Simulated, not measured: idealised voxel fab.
voxel wiring stack: a process module
Section shown: cut. Width: 165 nm. Cell size: 5 nm, square.
Just so we're on the same page, the cross-sections are grids of square cells, and they're listed out in bands top to bottom, each band one or more rows deep. A band entry consists of two parts. The first gives the height of the band's top and the height of its bottom, in nm. The rest lists the band's materials from left to right, each with its width in nm. A single material labelled with the word "everywhere" fills the band from edge to edge, and the word "empty" marks empty space. For the purposes of this specification, 0 denotes the height below which the wafer in its as-received condition is composed wholly of one material, and the lowermost band, lacking a lower limit, extends downward without end, as expressed in "z 0 and below". The notation "30..40" denotes a width that varies across the rows of cells in the band, beginning at the first number in the top row, finishing at the second number in the bottom row, and changing by an identical amount from each row to the next. What does "changes: none" mean for a step? It means no cell of the cross-section changed in that step. "Voids, enclosed" specifies each empty space that is not open to the top and that occupies no fewer than 8 cells, using the form width x height at distance, the distance measured from the left edge and all three quantities in nm. If you see something after the settings on a step's line, that's the simulator's own remark about that step. overlay nm: step with mask; distance mask lay right of planned place; negative value = left of planned place.

Intended process steps
1 RECEIVE | material Si
2 CONFORMAL_DEP | material SiO2 | thk nm 10
3 CONFORMAL_DEP | material SiCN | thk nm 5
4 DIRECTIONAL_DEP | material lowk | thk nm 25
5 MASKED_ETCH | tone open | mask id METAL_1 | width nm 30 | pitch nm 45 | etch materials lowk | depth nm 25 | overlay nm 0
6 MASKED_ETCH | tone open | mask id METAL_1 | width nm 30 | pitch nm 45 | etch materials SiCN | depth nm 5 | overlay nm 0
7 CONFORMAL_DEP | material TiN | thk nm 5
8 FILL_DEP | material Cu | thk nm 5
9 CMP | height nm 40
10 EPI | material Ru | thk nm 5
11 FILL_DEP | material SiCN | thk nm 5
12 DIRECTIONAL_DEP | material SiO2 | thk nm 30
13 MASKED_ETCH | tone open | mask id METAL_2_HOLES | width nm 15 | pitch nm 45 | etch materials SiO2 | depth nm 30 | overlay nm 0
14 PATTERN | tone open | mask id METAL_2 | material resist | width nm 30 | pitch nm 45 | thk nm 20 | overlay nm 0
15 DIRECTIONAL_ETCH | etch materials SiO2 | depth nm 20
16 DIRECTIONAL_ETCH | etch materials SiCN | depth nm 5
17 STRIP | etch materials resist
18 CONFORMAL_DEP | material TiN | thk nm 5
19 FILL_DEP | material Cu | thk nm 10
20 CMP | height nm 80
21 CONFORMAL_DEP | material SiCN | thk nm 5
22 DIRECTIONAL_DEP | material lowk | thk nm 20
23 PATTERN | tone open | mask id PLUG_2 | material resist | width nm 15 | thk nm 15 | overlay nm 0
24 DIRECTIONAL_ETCH | etch materials lowk | depth nm 20
25 DIRECTIONAL_ETCH | etch materials SiCN | depth nm 5
26 STRIP | etch materials resist
27 CONFORMAL_DEP | material TiN | thk nm 5
28 FILL_DEP | material Cu | thk nm 10
29 CMP | height nm 105
30 CONFORMAL_DEP | material SiCN | thk nm 5
31 DIRECTIONAL_DEP | material SiO2 | thk nm 25
32 MASKED_ETCH | tone open | mask id METAL_3 | width nm 30 | pitch nm 45 | etch materials SiO2 | depth nm 25 | overlay nm 0
33 MASKED_ETCH | tone open | mask id METAL_3 | width nm 30 | pitch nm 45 | etch materials SiCN | depth nm 5 | overlay nm 0
34 CONFORMAL_DEP | material TiN | thk nm 5
35 FILL_DEP | material Ru | thk nm 5
36 CMP | height nm 135
37 CONFORMAL_DEP | material SiCN | thk nm 5
38 DIRECTIONAL_DEP | material lowk | thk nm 10
39 MASKED_ETCH | tone open | mask id PLUG_3 | width nm 15 | etch materials lowk | depth nm 10 | overlay nm 0
40 MASKED_ETCH | tone open | mask id PLUG_3 | width nm 15 | etch materials SiCN | depth nm 5 | overlay nm 0
41 CONFORMAL_DEP | material TiN | thk nm 5
42 FILL_DEP | material W | thk nm 10
43 CMP | height nm 150
44 CONFORMAL_DEP | material SiN | thk nm 5
45 DIRECTIONAL_DEP | material SiO2 | thk nm 20
46 MASKED_ETCH | tone open | mask id METAL_4 | width nm 30 | pitch nm 45 | etch materials SiO2 | depth nm 20 | overlay nm 0
47 MASKED_ETCH | tone open | mask id METAL_4 | width nm 30 | pitch nm 45 | etch materials SiN | depth nm 5 | overlay nm -15
48 CONFORMAL_DEP | material TiN | thk nm 5
49 FILL_DEP | material Cu | thk nm 10
50 CMP | height nm 175
51 EPI | material Ru | thk nm 5
52 FILL_DEP | material SiCN | thk nm 5
It is noted that the wafers described herein are identical at the outset and are distinguished by the overlay nm of step 47; the value stated in the plan corresponds to the first wafer.

This is how the first of several wafers looked in cross-section when it arrived, which is after step 1
    z 0 and below  Si everywhere
    Voids, enclosed: none

End-of-module cross-section, first of several wafers, after last step 52
    z 185 to 180  SiCN everywhere
    z 180 to 175  SiCN 40 nm  Ru 40 nm  SiCN 5 nm  Ru 40 nm  SiCN 40 nm
    z 175 to 160  SiO2 45 nm  TiN 5 nm  Cu 20 nm  TiN 5 nm  SiO2 15 nm  TiN 5 nm  Cu 20 nm  TiN 5 nm  SiO2 45 nm
    z 160 to 155  SiO2 45 nm  TiN 5 nm  Cu 5 nm  TiN 20 nm  SiO2 15 nm  TiN 5 nm  Cu 5 nm  TiN 20 nm  SiO2 45 nm
    z 155 to 150  SiN 45 nm  TiN 15 nm  SiN 30 nm  TiN 15 nm  SiN 60 nm
    z 150 to 140  lowk 45 nm  TiN 5 nm  W 5 nm  TiN 5 nm  lowk 105 nm
    z 140 to 135  SiCN 45 nm  TiN 15 nm  SiCN 105 nm
    z 135 to 110  SiO2 45 nm  TiN 5 nm  Ru 20 nm  TiN 5 nm  SiO2 15 nm  TiN 5 nm  Ru 20 nm  TiN 5 nm  SiO2 45 nm
    z 110 to 105  SiCN 45 nm  TiN 30 nm  SiCN 15 nm  TiN 30 nm  SiCN 45 nm
    z 105 to 85  lowk 45 nm  TiN 5 nm  Cu 5 nm  TiN 5 nm  lowk 105 nm
    z 85 to 80  SiCN 45 nm  TiN 15 nm  SiCN 105 nm
    z 80 to 65  SiO2 45 nm  TiN 5 nm  Cu 20 nm  TiN 5 nm  SiO2 15 nm  TiN 5 nm  Cu 20 nm  TiN 5 nm  SiO2 45 nm
    z 65 to 60  SiO2 45 nm  TiN 5 nm  Cu 5 nm  TiN 20 nm  SiO2 15 nm  TiN 5 nm  Cu 5 nm  TiN 20 nm  SiO2 45 nm
    z 60 to 50  SiO2 45 nm  TiN 5 nm  Cu 5 nm  TiN 5 nm  SiO2 30 nm  TiN 5 nm  Cu 5 nm  TiN 5 nm  SiO2 60 nm
    z 50 to 45  SiCN 45 nm  TiN 15 nm  SiCN 30 nm  TiN 15 nm  SiCN 60 nm
    z 45 to 40  SiCN 40 nm  Ru 40 nm  SiCN 5 nm  Ru 40 nm  SiCN 40 nm
    z 40 to 15  lowk 45 nm  TiN 5 nm  Cu 20 nm  TiN 5 nm  lowk 15 nm  TiN 5 nm  Cu 20 nm  TiN 5 nm  lowk 45 nm
    z 15 to 10  SiCN 45 nm  TiN 30 nm  SiCN 15 nm  TiN 30 nm  SiCN 45 nm
    z 10 to 0  SiO2 everywhere
    z 0 and below  Si everywhere
    Voids, enclosed: none

Here we cross-sectioned the last of the wafers once the module was done
    z 185 to 180  SiCN everywhere
    z 180 to 175  SiCN 40 nm  Ru 40 nm  SiCN 5 nm  Ru 40 nm  SiCN 40 nm
    z 175 to 160  SiO2 45 nm  TiN 5 nm  Cu 20 nm  TiN 5 nm  SiO2 15 nm  TiN 5 nm  Cu 20 nm  TiN 5 nm  SiO2 45 nm
    z 160 to 155  SiO2 45 nm  TiN 20 nm  Cu 5 nm  TiN 5 nm  SiO2 15 nm  TiN 20 nm  Cu 5 nm  TiN 5 nm  SiO2 45 nm
    z 155 to 150  SiN 60 nm  TiN 15 nm  SiN 30 nm  TiN 15 nm  SiN 45 nm
    z 150 to 140  lowk 45 nm  TiN 5 nm  W 5 nm  TiN 5 nm  lowk 105 nm
    z 140 to 135  SiCN 45 nm  TiN 15 nm  SiCN 105 nm
    z 135 to 110  SiO2 45 nm  TiN 5 nm  Ru 20 nm  TiN 5 nm  SiO2 15 nm  TiN 5 nm  Ru 20 nm  TiN 5 nm  SiO2 45 nm
    z 110 to 105  SiCN 45 nm  TiN 30 nm  SiCN 15 nm  TiN 30 nm  SiCN 45 nm
    z 105 to 85  lowk 45 nm  TiN 5 nm  Cu 5 nm  TiN 5 nm  lowk 105 nm
    z 85 to 80  SiCN 45 nm  TiN 15 nm  SiCN 105 nm
    z 80 to 65  SiO2 45 nm  TiN 5 nm  Cu 20 nm  TiN 5 nm  SiO2 15 nm  TiN 5 nm  Cu 20 nm  TiN 5 nm  SiO2 45 nm
    z 65 to 60  SiO2 45 nm  TiN 5 nm  Cu 5 nm  TiN 20 nm  SiO2 15 nm  TiN 5 nm  Cu 5 nm  TiN 20 nm  SiO2 45 nm
    z 60 to 50  SiO2 45 nm  TiN 5 nm  Cu 5 nm  TiN 5 nm  SiO2 30 nm  TiN 5 nm  Cu 5 nm  TiN 5 nm  SiO2 60 nm
    z 50 to 45  SiCN 45 nm  TiN 15 nm  SiCN 30 nm  TiN 15 nm  SiCN 60 nm
    z 45 to 40  SiCN 40 nm  Ru 40 nm  SiCN 5 nm  Ru 40 nm  SiCN 40 nm
    z 40 to 15  lowk 45 nm  TiN 5 nm  Cu 20 nm  TiN 5 nm  lowk 15 nm  TiN 5 nm  Cu 20 nm  TiN 5 nm  lowk 45 nm
    z 15 to 10  SiCN 45 nm  TiN 30 nm  SiCN 15 nm  TiN 30 nm  SiCN 45 nm
    z 10 to 0  SiO2 everywhere
    z 0 and below  Si everywhere
    Voids, enclosed: none

Take any row and you have a wafer at the end of the module: how many cells of each material it has gained (+) or lost (-) since it was received, and then its closed voids
overlay nm -15; +100 Cu; +72 Ru; +196 SiCN; +27 SiN; +393 SiO2; +146 TiN; +2 W; +285 lowk; Voids, enclosed: none
overlay nm -10; +102 Cu; +72 Ru; +196 SiCN; +25 SiN; +393 SiO2; +146 TiN; +2 W; +285 lowk; Voids, enclosed: none
overlay nm -5; +104 Cu; +72 Ru; +196 SiCN; +23 SiN; +393 SiO2; +146 TiN; +2 W; +285 lowk; Voids, enclosed: none
overlay nm 0; +106 Cu; +72 Ru; +196 SiCN; +21 SiN; +393 SiO2; +146 TiN; +2 W; +285 lowk; Voids, enclosed: none
overlay nm 5; +104 Cu; +72 Ru; +196 SiCN; +23 SiN; +393 SiO2; +146 TiN; +2 W; +285 lowk; Voids, enclosed: none
overlay nm 10; +102 Cu; +72 Ru; +196 SiCN; +25 SiN; +393 SiO2; +146 TiN; +2 W; +285 lowk; Voids, enclosed: none
overlay nm 15; +100 Cu; +72 Ru; +196 SiCN; +27 SiN; +393 SiO2; +146 TiN; +2 W; +285 lowk; Voids, enclosed: none
